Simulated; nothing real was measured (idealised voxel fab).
Process module heading - voxel capacitor over wiring
For reference, the cross-section in this document is cut, with width 270 nm and square cells of 5 nm.
Each cross-section below is a grid of square cells, stated as bands in top-down order, with one or more rows of cells making up each band. Heights first: top, then bottom, in nm. Then materials, left to right, each with a width in nm. "everywhere" on a single material: fills the band edge to edge. "blank": empty space. Heights are expressed relative to 0, this being the level below which the as-received wafer comprises one material exclusively. The lowest band is unbounded in the downward direction and is denoted as in "from 0 down". It should be noted that a width expressed as "30->40" varies in equal increments from row to row of cells within the band, taking the value of the first number at the top row and that of the second number at the bottom row. Given "stayed the same" for a step, no cell of the cross-section differs between before and after that step. This entry, "Unvented cavities", enumerates those empty regions of no fewer than 8 cells that possess no open connection to the top. Each region is reported in the form width x height at distance, the distance being taken from the left edge, with all three quantities expressed in nm. On each step's line, the part that comes after the settings is the simulator's own comment on the step. Among the settings permitted on a step's line is "overlay nm"; applied to a step with a mask, it specifies the extent to which the mask lay to the right of its planned position, whereas a negative figure signifies a position to the left.
Below is the list of planned process steps:
| 1 | RECEIVE,material Si |
| 2 | CONFORMAL_DEP,material SiO2,thk nm 10 |
| 3 | CONFORMAL_DEP,material SiN,thk nm 5 |
| 4 | DIRECTIONAL_DEP,material SiO2,thk nm 20 |
| 5 | DIRECTIONAL_DEP,material aC,thk nm 10 |
| 6 | PATTERN,tone open,mask id METAL_1,material resist,width nm 25,pitch nm 80,thk nm 25,overlay nm 0 |
| 7 | DIRECTIONAL_ETCH,etch materials aC,depth nm 10 |
| 8 | STRIP,etch materials resist |
| 9 | DIRECTIONAL_ETCH,etch materials SiO2,depth nm 20 |
| 10 | DIRECTIONAL_ETCH,etch materials SiN,depth nm 5 |
| 11 | STRIP,etch materials aC |
| 12 | CONFORMAL_DEP,material TiN,thk nm 5 |
| 13 | FILL_DEP,material Ru,thk nm 5 |
| 14 | CMP,height nm 35 |
| 15 | CONFORMAL_DEP,material SiCN,thk nm 5 |
| 16 | DIRECTIONAL_DEP,material lowk,thk nm 10 |
| 17 | PATTERN,tone open,mask id PLUG_1,material resist,width nm 15,thk nm 20,overlay nm 0 |
| 18 | DIRECTIONAL_ETCH,etch materials lowk,depth nm 10 |
| 19 | DIRECTIONAL_ETCH,etch materials SiCN,depth nm 5 |
| 20 | STRIP,etch materials resist |
| 21 | CONFORMAL_DEP,material TiN,thk nm 5 |
| 22 | FILL_DEP,material W,thk nm 10 |
| 23 | CMP,height nm 50 |
| 24 | DIRECTIONAL_DEP,material TiN,thk nm 5 |
| 25 | DIRECTIONAL_DEP,material Al2O3,thk nm 5 |
| 26 | DIRECTIONAL_DEP,material TiN,thk nm 5 |
| 27 | DIRECTIONAL_DEP,material aC,thk nm 15 |
| 28 | PATTERN,tone cover,mask id UPPER_PLATE,material resist,width nm 60,thk nm 35,overlay nm 0 |
| 29 | DIRECTIONAL_ETCH,etch materials aC,depth nm 15 |
| 30 | STRIP,etch materials resist |
| 31 | DIRECTIONAL_ETCH,etch materials TiN,depth nm 5 |
| 32 | DIRECTIONAL_ETCH,etch materials Al2O3,depth nm 5 |
| 33 | STRIP,etch materials aC |
| 34 | MASKED_ETCH,tone cover,mask id LOWER_PLATE,width nm 70,etch materials TiN,depth nm 5,overlay nm 0 |
| 35 | FILL_DEP,material SiO2,thk nm 20 |
| 36 | CMP,height nm 80 |
| 37 | DIRECTIONAL_DEP,material aC,thk nm 15 |
| 38 | PATTERN,tone open,mask id PLUG_2,material resist,width nm 15,thk nm 35,overlay nm 0 |
| 39 | DIRECTIONAL_ETCH,etch materials aC,depth nm 15 |
| 40 | STRIP,etch materials resist |
| 41 | DIRECTIONAL_ETCH,etch materials SiO2,depth nm 15 |
| 42 | STRIP,etch materials aC |
| 43 | CONFORMAL_DEP,material TiN,thk nm 5 |
| 44 | FILL_DEP,material Ru,thk nm 5 |
| 45 | CMP,height nm 80 |
| 46 | CONFORMAL_DEP,material SiN,thk nm 5 |
Cross-section of the wafer as it came to us, i.e., already through step 1:
	from 0 down  Si everywhere
	Unvented cavities: none
The module was run from the start shown above using the plan shown above, but one mistake was made doing it; the resulting wafer cross-section is below:
	from 85 to 80  SiN everywhere
	from 80 to 70  SiO2 100; TiN 5; Ru 5; TiN 5; SiO2 155
	from 70 to 60  SiO2 100->90; TiN 15->60; SiO2 155->120
	from 60 to 55  SiO2 90; Al2O3 60; SiO2 120
	from 55 to 50  SiO2 85; TiN 70; SiO2 115
	from 50 to 40  lowk 90; TiN 5; SiO2 5; TiN 5; lowk 165
	from 40 to 35  SiCN 90; TiN 15; SiCN 165
	from 35 to 15  SiO2 80; TiN 5; Ru 15; TiN 5; SiO2 55; TiN 5; Ru 15; TiN 5; SiO2 85
	from 15 to 10  SiN 80; TiN 25; SiN 55; TiN 25; SiN 85
	from 10 to 0  SiO2 everywhere
	from 0 down  Si everywhere
	Unvented cavities: none
Diagnosis: step 22 did not use the planned setting and instead ran as FILL_DEP,material SiO2,thk nm 10
